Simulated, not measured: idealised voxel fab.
This is a process module. Its name is voxel capacitor over wiring.
Cross-section cut: width 265 nm, square cells of 5 nm.
The cross-sections in this document take the form of a grid made of square cells. They are written out as bands, in order from top to bottom. Each band consists of one or more rows of cells. This entry defines a band. It first specifies the height of the band's top and the height of its bottom in nm, and then specifies the band's materials from left to right, stating each material with its width in nm. The word "all across" identifies a single material that fills the band from edge to edge, while the word "air" identifies empty space. Beneath 0, the wafer as received is one material, and that level is where height counting begins. The lowest band goes on downward without a bottom; it is written like "0 -> down". The two numbers in a width such as "30 to 40" mark its ends across the band: the first belongs to the top row of cells, the second to the bottom row, and from each row to the next the width moves by the same amount. Any step labelled "no modification" changed none of the cells in the cross-section. "Cavities, closed" - sealed voids, min. 8 cells, no opening to top; format: width x height at distance (distance from left edge; nm throughout). Text after the settings on a step's line: the simulator's own remark on that step. Steps that use a mask can have "overlay nm" on their line. It says how far the mask sat to the right of where it was meant to be. Negative means to the left.
[Process steps foreseen in the plan]
1 RECEIVE,material Si
2 CONFORMAL_DEP,material SiO2,thk nm 15
3 CONFORMAL_DEP,material SiCN,thk nm 5
4 DIRECTIONAL_DEP,material SiO2,thk nm 15
5 MASKED_ETCH,tone open,mask id METAL_1,width nm 25,pitch nm 85,etch materials SiO2,depth nm 15,overlay nm 0
6 MASKED_ETCH,tone open,mask id METAL_1,width nm 25,pitch nm 85,etch materials SiCN,depth nm 5,overlay nm 0
7 CONFORMAL_DEP,material TiN,thk nm 5
8 FILL_DEP,material Ru,thk nm 10
9 CMP,height nm 35
10 EPI,material Ru,thk nm 5
11 FILL_DEP,material SiCN,thk nm 5
12 DIRECTIONAL_DEP,material SiO2,thk nm 10
13 PATTERN,tone open,mask id PLUG_1,material resist,width nm 15,thk nm 20,overlay nm 0
14 DIRECTIONAL_ETCH,etch materials SiO2,depth nm 10
15 DIRECTIONAL_ETCH,etch materials SiCN,depth nm 5
16 STRIP,etch materials resist
17 CONFORMAL_DEP,material TiN,thk nm 5
18 FILL_DEP,material Ru,thk nm 5
19 CMP,height nm 55
20 DIRECTIONAL_DEP,material TiN,thk nm 10
21 DIRECTIONAL_DEP,material SiN,thk nm 5
22 DIRECTIONAL_DEP,material TiN,thk nm 10
23 DIRECTIONAL_DEP,material aC,thk nm 15
24 PATTERN,tone cover,mask id UPPER_PLATE,material resist,width nm 65,thk nm 30,overlay nm 0
25 DIRECTIONAL_ETCH,etch materials aC,depth nm 15
26 STRIP,etch materials resist
27 DIRECTIONAL_ETCH,etch materials TiN,depth nm 10
28 DIRECTIONAL_ETCH,etch materials SiN,depth nm 5
29 STRIP,etch materials aC
30 DIRECTIONAL_DEP,material aC,thk nm 10
31 PATTERN,tone cover,mask id LOWER_PLATE,material resist,width nm 75,thk nm 30,overlay nm 0
32 DIRECTIONAL_ETCH,etch materials aC,depth nm 10
33 STRIP,etch materials resist
34 DIRECTIONAL_ETCH,etch materials TiN,depth nm 10
35 STRIP,etch materials aC
36 FILL_DEP,material SiO2,thk nm 15
37 CMP,height nm 90
38 MASKED_ETCH,tone open,mask id PLUG_2,width nm 15,etch materials SiO2,depth nm 10,overlay nm 0
39 CONFORMAL_DEP,material TiN,thk nm 5
40 FILL_DEP,material Ru,thk nm 10
41 CMP,height nm 90
42 CONFORMAL_DEP,material SiCN,thk nm 5
[The cross-section here shows the wafer as received, i.e. in its state after step 1]
    0 -> down = Si all across
    Cavities, closed: none
[First wafer of two, sectioned at end of module; run went per plan]
    95 -> 90 = SiCN all across
    90 -> 85 = SiO2 95 nm | TiN 5 nm | Ru 5 nm | TiN 5 nm | SiO2 155 nm
    85 -> 80 = SiO2 95 nm | TiN 15 nm | SiO2 155 nm
    80 -> 70 = SiO2 85 nm | TiN 65 nm | SiO2 115 nm
    70 -> 65 = SiO2 85 nm | SiN 65 nm | SiO2 115 nm
    65 -> 55 = SiO2 80 nm | TiN 75 nm | SiO2 110 nm
    55 -> 45 = SiO2 85 nm | TiN 5 nm | Ru 5 nm | TiN 5 nm | SiO2 165 nm
    45 -> 40 = SiCN 85 nm | TiN 15 nm | SiCN 165 nm
    40 -> 35 = SiCN 70 nm | Ru 35 nm | SiCN 50 nm | Ru 35 nm | SiCN 75 nm
    35 -> 20 = SiO2 75 nm | TiN 5 nm | Ru 15 nm | TiN 5 nm | SiO2 60 nm | TiN 5 nm | Ru 15 nm | TiN 5 nm | SiO2 80 nm
    20 -> 15 = SiCN 75 nm | TiN 25 nm | SiCN 60 nm | TiN 25 nm | SiCN 80 nm
    15 -> 0 = SiO2 all across
    0 -> down = Si all across
    Cavities, closed: none
[This is the second of the two wafers, cross-sectioned at the end of the module; it started exactly like the first and was given the same plan, but it was run with one mistake]
    95 -> 90 = SiCN all across
    90 -> 85 = SiO2 95 nm | TiN 5 nm | Ru 5 nm | TiN 5 nm | SiO2 155 nm
    85 -> 80 = SiO2 95 nm | TiN 15 nm | SiO2 155 nm
    80 -> 70 = SiO2 85 nm | TiN 65 nm | SiO2 115 nm
    70 -> 65 = SiO2 85 nm | SiN 65 nm | SiO2 115 nm
    65 -> 55 = SiO2 80 nm | TiN 75 nm | SiO2 110 nm
    55 -> 45 = SiO2 85 nm | TiN 5 nm | Ru 5 nm | TiN 5 nm | SiO2 165 nm
    45 -> 40 = SiCN 85 nm | TiN 15 nm | SiCN 165 nm
    40 -> 35 = SiCN 75 nm | Ru 25 nm | SiCN 60 nm | Ru 25 nm | SiCN 80 nm
    35 -> 20 = SiO2 80 nm | TiN 5 nm | Ru 5 nm | TiN 5 nm | SiO2 70 nm | TiN 5 nm | Ru 5 nm | TiN 5 nm | SiO2 85 nm
    20 -> 15 = SiCN 80 nm | TiN 15 nm | SiCN 70 nm | TiN 15 nm | SiCN 85 nm
    15 -> 0 = SiO2 all across
    0 -> down = Si all across
    Cavities, closed: none
Processing error: step 5 ran with different settings than intended, the actual operation and settings being MASKED_ETCH,tone open,mask id METAL_1,width nm 15,pitch nm 85,etch materials SiO2,depth nm 15,overlay nm 0
Once processing is complete, comparing cell counts shows that the second wafer has more or fewer of certain materials than the first: Ru: 16 fewer | SiCN: 8 more | SiO2: 12 more | TiN: 4 fewer
